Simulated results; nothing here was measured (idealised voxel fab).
process module | voxel wiring stack
cross-section cut | 190 nm wide | cells 5 nm
A cross-section is a grid of square cells, given in bands from the top down. A band is one or more rows of cells.
Each band's line starts with the height of the band's top and of its bottom, in nm. Then come its materials from left to right, each with its width in nm. One material with "throughout" fills the band from edge to edge. "air" is empty space.
Height 0 is the level under which the wafer as received is all one material. The lowest band goes on downwards, as in "0 down".
A width such as "30 to 40" changes by the same amount from each row of cells to the next, from the band's top row to its bottom row.
"no change" after a step means that no cell of the cross-section changed.
closed voids: empty space of 8 cells or more with no open way to the top, each as width x height at its distance from the left edge, in nm
after a step's settings: what the simulator itself notes on the step
overlay nm, on a step with a mask: how far to the right of its planned place the mask lay; to the left if negative
plan
1 op RECEIVE | material Si
2 op CONFORMAL_DEP | material SiO2 | thk nm 10
3 op CONFORMAL_DEP | material SiN | thk nm 5
4 op DIRECTIONAL_DEP | material lowk | thk nm 15
5 op DIRECTIONAL_DEP | material aC | thk nm 10
6 op PATTERN | tone open | mask id METAL_1 | material resist | width nm 30 | pitch nm 60 | thk nm 30 | overlay nm 0
7 op DIRECTIONAL_ETCH | etch materials aC | depth nm 10
8 op STRIP | etch materials resist
9 op DIRECTIONAL_ETCH | etch materials lowk | depth nm 15
10 op DIRECTIONAL_ETCH | etch materials SiN | depth nm 5
11 op STRIP | etch materials aC
12 op CONFORMAL_DEP | material TiN | thk nm 5
13 op FILL_DEP | material Cu | thk nm 10
14 op CMP | height nm 30
15 op EPI | material Ru | thk nm 5
16 op FILL_DEP | material SiCN | thk nm 5
17 op DIRECTIONAL_DEP | material SiO2 | thk nm 15
18 op PATTERN | tone open | mask id PLUG_1 | material resist | width nm 15 | pitch nm 60 | thk nm 20 | overlay nm 0
19 op DIRECTIONAL_ETCH | etch materials SiO2 | depth nm 15
20 op DIRECTIONAL_ETCH | etch materials SiCN | depth nm 5
21 op STRIP | etch materials resist
22 op CONFORMAL_DEP | material TiN | thk nm 5
23 op FILL_DEP | material Ru | thk nm 10
24 op CMP | height nm 55
25 op DIRECTIONAL_DEP | material TiN | thk nm 5
26 op DIRECTIONAL_DEP | material W | thk nm 20
27 op MASKED_ETCH | tone cover | mask id METAL_2 | width nm 30 | pitch nm 60 | etch materials W | depth nm 20 | overlay nm 0
28 op MASKED_ETCH | tone cover | mask id METAL_2 | width nm 20 | pitch nm 60 | etch materials TiN | depth nm 5 | overlay nm 0
29 op FILL_DEP | material SiO2 | thk nm 5
30 op CMP | height nm 80
31 op CONFORMAL_DEP | material SiCN | thk nm 5
varied across the wafers: width nm of step 28. The plan shows the first wafer's value. All wafers start alike
first wafer as received, after step 1
  0 down: Si throughout
  closed voids: none
each wafer at the end: cells of each material gained (+) or lost (-) since it was received, then its closed voids
width nm 20 | +36 Cu | +33 Ru | +81 SiCN | +20 SiN | +263 SiO2 | +81 TiN | +72 W | +60 lowk | closed voids: none
width nm 25 | +36 Cu | +33 Ru | +81 SiCN | +20 SiN | +263 SiO2 | +81 TiN | +72 W | +60 lowk | closed voids: none
width nm 30 | +36 Cu | +33 Ru | +81 SiCN | +20 SiN | +263 SiO2 | +81 TiN | +72 W | +60 lowk | closed voids: none
width nm 35 | +36 Cu | +33 Ru | +81 SiCN | +20 SiN | +260 SiO2 | +84 TiN | +72 W | +60 lowk | closed voids: none
width nm 40 | +36 Cu | +33 Ru | +81 SiCN | +20 SiN | +257 SiO2 | +87 TiN | +72 W | +60 lowk | closed voids: none
